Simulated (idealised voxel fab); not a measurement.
Process module heading - voxel gate over fins
Each square cell in cross-section cut measures 5 nm, and the section as a whole is 240 nm wide.
Cross-section, as written here: a square-cell grid given band by band from the top down, where a band holds one or more rows of cells. First you get the band's top height and its bottom height, in nm, and then the materials it's made of, left to right, with each width in nm. If you see a single material with "full width", that one covers the band edge to edge. "blank" is empty space. Heights are reckoned from 0. Under this level, the received wafer is all of one material. The bottommost band is open-ended downward, for example "0 nm and below". The width entry "30->40" should be interpreted row by row: the top row of cells in the band takes the first number, the bottom row takes the second number, and the change between adjacent rows is uniform throughout. The cross-section has no changed cell in any step marked "left unchanged". Closed empty spaces (no open way to the top) of 8 cells or more are what "Enclosed internal voids" lists, each as width x height at distance from the left edge, nm for all three. after a step's settings: what the simulator itself notes on the step. You can add "overlay nm" to a step's line. For a step with a mask, it describes how far the mask lay to the right of its planned position, and a negative number describes a lay to the left.
[The planned process steps are enumerated hereunder]
- 1: RECEIVE | material Si
- 2: CONFORMAL_DEP | material SiN | thk nm 10
- 3: PATTERN | tone cover | mask id FINS | material resist | width nm 15 | pitch nm 35 | thk nm 15 | overlay nm 0
- 4: DIRECTIONAL_ETCH | etch materials SiN | depth nm 10
- 5: DIRECTIONAL_ETCH | etch materials Si | depth nm 40
- 6: STRIP | etch materials resist
- 7: FILL_DEP | material SiO2 | thk nm 10
- 8: CMP | height nm 10
- 9: SELECTIVE_ETCH | etch materials SiO2 | depth nm 20
- 10: STRIP | etch materials SiN
- 11: CONFORMAL_DEP | material HfO2 | thk nm 5
- 12: CONFORMAL_DEP | material TiN | thk nm 5
- 13: CONFORMAL_DEP | material TiAl | thk nm 5
- 14: CONFORMAL_DEP | material TiN | thk nm 5
- 15: FILL_DEP | material W | thk nm 10
- 16: CMP | height nm 25
- 17: CONFORMAL_DEP | material SiCN | thk nm 10
[Step 1 complete: cross-section of the wafer as received]
  0 nm and below: Si full width
  Enclosed internal voids: none
[Wafer cross-section at module end: first of two, run to plan]
  35 nm to 25 nm: SiCN full width
  25 nm to 20 nm: W full width
  20 nm to 15 nm: W 55 / TiN 125 / W 60
  15 nm to 10 nm: W 55 / TiN 5 / TiAl 115 / TiN 5 / W 60
  10 nm to 5 nm: TiN 60 / TiAl 5 / TiN 105 / TiAl 5 / TiN 65
  5 nm to 0 nm: TiAl 65 / TiN 5 / HfO2 25 / TiN 10 / HfO2 25 / TiN 10 / HfO2 25 / TiN 5 / TiAl 70
  0 nm to -5 nm: TiN 70 / HfO2 5 / Si 15 / HfO2 5 / TiN 10 / HfO2 5 / Si 15 / HfO2 5 / TiN 10 / HfO2 5 / Si 15 / HfO2 5 / TiN 75
  -5 nm to -10 nm: HfO2 75 / Si 15 / HfO2 20 / Si 15 / HfO2 20 / Si 15 / HfO2 80
  -10 nm to -40 nm: SiO2 75 / Si 15 / SiO2 20 / Si 15 / SiO2 20 / Si 15 / SiO2 80
  -40 nm and below: Si full width
  Enclosed internal voids: none
[Same start, same plan as the first wafer - but one mistake in the run. Cross-section of the second of the two at the end of the module]
  35 nm to 25 nm: SiCN full width
  25 nm to 20 nm: W full width
  20 nm to 15 nm: W 55 / TiN 125 / W 60
  15 nm to 10 nm: W 55 / TiN 5 / TiAl 115 / TiN 5 / W 60
  10 nm to 5 nm: TiN 60 / TiAl 5 / TiN 105 / TiAl 5 / TiN 65
  5 nm to 0 nm: TiAl 65 / TiN 5 / SiCN 25 / TiN 10 / SiCN 25 / TiN 10 / SiCN 25 / TiN 5 / TiAl 70
  0 nm to -5 nm: TiN 70 / SiCN 5 / Si 15 / SiCN 5 / TiN 10 / SiCN 5 / Si 15 / SiCN 5 / TiN 10 / SiCN 5 / Si 15 / SiCN 5 / TiN 75
  -5 nm to -10 nm: SiCN 75 / Si 15 / SiCN 20 / Si 15 / SiCN 20 / Si 15 / SiCN 80
  -10 nm to -40 nm: SiO2 75 / Si 15 / SiO2 20 / Si 15 / SiO2 20 / Si 15 / SiO2 80
  -40 nm and below: Si full width
  Enclosed internal voids: none
what went wrong: step 11 deviated from plan and actually ran as CONFORMAL_DEP | material SiCN | thk nm 5
Per the end-of-run cell counts, the second wafer holds more or fewer of some materials than the first: HfO2 -60 | SiCN +60
